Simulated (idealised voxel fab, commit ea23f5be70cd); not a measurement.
Process module, titled voxel released beams
The cross-section on display is named cut; it measures 280 nm wide, and its cells are 5 nm squares.
This document writes a cross-section as a grid whose cells are square, and gives it as bands, listed from the top down; one or more rows of cells form a band.
The entry gives the band's vertical extent as a top height and a bottom height in nm, then its horizontal make-up as materials from left to right, each with a width in nm. "air" stands for empty space; a single material marked "everywhere" fills the band edge to edge.
Height datum 0, below which the as-received substrate wafer is one material. Lowest band open at the bottom, running downward: "z 0 and below".
With a width like "30 to 40", each row of cells in the band differs from the next by the same amount, the top row carrying the first number and the bottom row the second.
You'll sometimes find "remains unaltered" written for a step, and that's the way of saying that nowhere in the cross-section did a cell change during that step.
"Fully closed voids": sealed empty spaces, 8 cells or more, no open way to top, listed width x height at distance, with distance from the left edge and width, height and distance in nm.
On a step's line, text after the settings is the simulator commenting on that step.
For masked steps, "overlay nm" on the step line gives how far right of plan the mask actually lay; a minus sign means it lay to the left.

# Listed below are the process steps as planned
1 RECEIVE | material Si
2 CONFORMAL_DEP | material Al2O3 | thk nm 10
3 DIRECTIONAL_DEP | material SiO2 | thk nm 20
4 PATTERN | tone open | mask id ANCHOR | material resist | width nm 25 | thk nm 20 | overlay nm 0
5 DIRECTIONAL_ETCH | etch materials SiO2 | depth nm 20
6 STRIP | etch materials resist
7 CONFORMAL_DEP | material SiN | thk nm 10
8 DIRECTIONAL_DEP | material aC | thk nm 10
9 PATTERN | tone cover | mask id BEAM | material resist | width nm 70 | thk nm 30 | overlay nm 0
10 DIRECTIONAL_ETCH | etch materials aC | depth nm 10
11 STRIP | etch materials resist
12 DIRECTIONAL_ETCH | etch materials SiN | depth nm 10
13 STRIP | etch materials aC
14 STRIP | etch materials SiO2

# First of two wafers, processed according to plan

# As-received state of the wafer in cross-section, equivalent to post-step 1
	z 0 and below | Si everywhere
	Fully closed voids: none

# Wafer section view after processing step 2
	z 10 to 0 | Al2O3 everywhere
	Unchanged below 0.

# Wafer section view after processing step 3
	z 30 to 10 | SiO2 everywhere
	Unchanged below 10.

# Wafer section view after processing step 4
	z 50 to 30 | 105 nm resist; 25 nm air; 150 nm resist
	Unchanged below 30.

# Wafer section view after processing step 5
	z 50 to 30 | 105 nm resist; 25 nm air; 150 nm resist
	z 30 to 10 | 105 nm SiO2; 25 nm air; 150 nm SiO2
	Unchanged below 10.

# Wafer section view after processing step 6
	z 30 to 10 | 105 nm SiO2; 25 nm air; 150 nm SiO2
	Unchanged below 10.

# Wafer section view after processing step 7
	z 40 to 30 | 115 nm SiN; 5 nm air; 160 nm SiN
	z 30 to 20 | 105 nm SiO2; 10 nm SiN; 5 nm air; 10 nm SiN; 150 nm SiO2
	z 20 to 10 | 105 nm SiO2; 25 nm SiN; 150 nm SiO2
	Unchanged below 10.

# Wafer section view after processing step 8
	z 50 to 40 | 115 nm aC; 5 nm air; 160 nm aC
	z 40 to 30 | 115 nm SiN; 5 nm air; 160 nm SiN
	z 30 to 20 | 105 nm SiO2; 10 nm SiN; 5 nm aC; 10 nm SiN; 150 nm SiO2
	Unchanged below 20.

# Wafer section view after processing step 9
	z 80 to 50 | 100 nm air; 70 nm resist; 110 nm air
	z 50 to 40 | 115 nm aC; 5 nm resist; 160 nm aC
	z 40 to 30 | 115 nm SiN; 5 nm resist; 160 nm SiN
	Unchanged below 30.

# Wafer section view after processing step 10
	z 70 to 50 | 100 nm air; 70 nm resist; 110 nm air
	z 50 to 40 | 100 nm air; 15 nm aC; 5 nm resist; 50 nm aC; 110 nm air
	Unchanged below 40.

# Wafer section view after processing step 11
	z 50 to 40 | 100 nm air; 15 nm aC; 5 nm air; 50 nm aC; 110 nm air
	z 40 to 30 | 115 nm SiN; 5 nm air; 160 nm SiN
	Unchanged below 30.

# Wafer section view after processing step 12
	z 50 to 40 | 100 nm air; 15 nm aC; 5 nm air; 50 nm aC; 110 nm air
	z 40 to 30 | 100 nm air; 15 nm SiN; 5 nm air; 50 nm SiN; 110 nm air
	Unchanged below 30.

# Wafer section view after processing step 13
	z 40 to 30 | 100 nm air; 15 nm SiN; 5 nm air; 50 nm SiN; 110 nm air
	z 30 to 20 | 105 nm SiO2; 10 nm SiN; 5 nm air; 10 nm SiN; 150 nm SiO2
	Unchanged below 20.

# Wafer section view after processing step 14
	z 40 to 30 | 100 nm air; 15 nm SiN; 5 nm air; 50 nm SiN; 110 nm air
	z 30 to 20 | 105 nm air; 10 nm SiN; 5 nm air; 10 nm SiN; 150 nm air
	z 20 to 10 | 105 nm air; 25 nm SiN; 150 nm air
	Unchanged below 10.

# Now the other wafer: same start, same recipe, but we messed up one thing when running it. Up to and including step 8 it's the same as the first one

# The second wafer cut through, at the time step 9 was supposed to be finished
	z 80 to 50 | 90 nm air; 70 nm resist; 120 nm air
	z 50 to 40 | 115 nm aC; 5 nm resist; 160 nm aC
	z 40 to 30 | 115 nm SiN; 5 nm resist; 160 nm SiN
	Unchanged below 30.

# The second wafer cut through, at the time step 10 was supposed to be finished
	z 70 to 50 | 90 nm air; 70 nm resist; 120 nm air
	z 50 to 40 | 90 nm air; 25 nm aC; 5 nm resist; 40 nm aC; 120 nm air
	Unchanged below 40.

# The second wafer cut through, at the time step 11 was supposed to be finished
	z 50 to 40 | 90 nm air; 25 nm aC; 5 nm air; 40 nm aC; 120 nm air
	z 40 to 30 | 115 nm SiN; 5 nm air; 160 nm SiN
	Unchanged below 30.

# The second wafer cut through, at the time step 12 was supposed to be finished
	z 50 to 40 | 90 nm air; 25 nm aC; 5 nm air; 40 nm aC; 120 nm air
	z 40 to 30 | 90 nm air; 25 nm SiN; 5 nm air; 40 nm SiN; 120 nm air
	Unchanged below 30.

# The second wafer cut through, at the time step 13 was supposed to be finished
	z 40 to 30 | 90 nm air; 25 nm SiN; 5 nm air; 40 nm SiN; 120 nm air
	z 30 to 20 | 105 nm SiO2; 10 nm SiN; 5 nm air; 10 nm SiN; 150 nm SiO2
	Unchanged below 20.

# The second wafer cut through, at the time step 14 was supposed to be finished
	z 40 to 30 | 90 nm air; 25 nm SiN; 5 nm air; 40 nm SiN; 120 nm air
	z 30 to 20 | 105 nm air; 10 nm SiN; 5 nm air; 10 nm SiN; 150 nm air
	z 20 to 10 | 105 nm air; 25 nm SiN; 150 nm air
	Unchanged below 10.
Which mistake was made when the wafer was run? so step 9 ended up running with a different setting than we planned, it ran as PATTERN | tone cover | mask id BEAM | material resist | width nm 70 | thk nm 30 | overlay nm -10
When the process is done, the second wafer contains the same cell count of every material as the first wafer, but distributed over other locations.
